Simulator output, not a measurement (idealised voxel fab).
process module | voxel quadruple lines
cross-section cut | 240 nm wide | cells 5 nm
A cross-section is a grid of square cells, given in bands from the top down. A band is one or more rows of cells.
Each band's line starts with the height of the band's top and of its bottom, in nm. Then come its materials from left to right, each with its width in nm. One material with "throughout" fills the band from edge to edge. "air" is empty space.
Height 0 is the level under which the wafer as received is all one material. The lowest band goes on downwards, as in "0 down".
A width such as "30 to 40" changes by the same amount from each row of cells to the next, from the band's top row to its bottom row.
"no change" after a step means that no cell of the cross-section changed.
closed voids: empty space of 8 cells or more with no open way to the top, each as width x height at its distance from the left edge, in nm
after a step's settings: what the simulator itself notes on the step
overlay nm, on a step with a mask: how far to the right of its planned place the mask lay; to the left if negative
Each pair below shows a cross-section before one step and the cross-section after it, down to the lowest band that changed. The line under each pair gives the step between them, with its settings. The pairs can come from different runs of this module on the same starting wafer, so a pair continues from the pair above only where its "before" says so.
before
  30 to 15: air 60 | SiN 5 | polySi 25 | SiN 5 | air 45 | SiN 5 | polySi 25 | SiN 5 | air 65
  15 to 5: W throughout
  5 to 0: SiO2 throughout
  0 down: Si throughout
  closed voids: none
after
  30 to 15: air 60 | SiN 5 | air 25 | SiN 5 | air 45 | SiN 5 | air 25 | SiN 5 | air 65
  below 15: unchanged
  closed voids: none
the step between: op STRIP | etch materials polySi
before: the cross-section after the pair above
after
  30 to 15: air 60 | SiN 5 | air 25 | SiN 5 | air 45 | SiN 5 | air 25 | SiN 5 | air 65
  15 to 5: air 60 | W 5 | air 25 | W 5 | air 45 | W 5 | air 25 | W 5 | air 65
  below 5: unchanged
  closed voids: none
the step between: op DIRECTIONAL_ETCH | etch materials W | depth nm 10
before: the cross-section after the pair above
after
  15 to 5: air 60 | W 5 | air 25 | W 5 | air 45 | W 5 | air 25 | W 5 | air 65
  below 5: unchanged
  closed voids: none
the step between: op STRIP | etch materials SiN
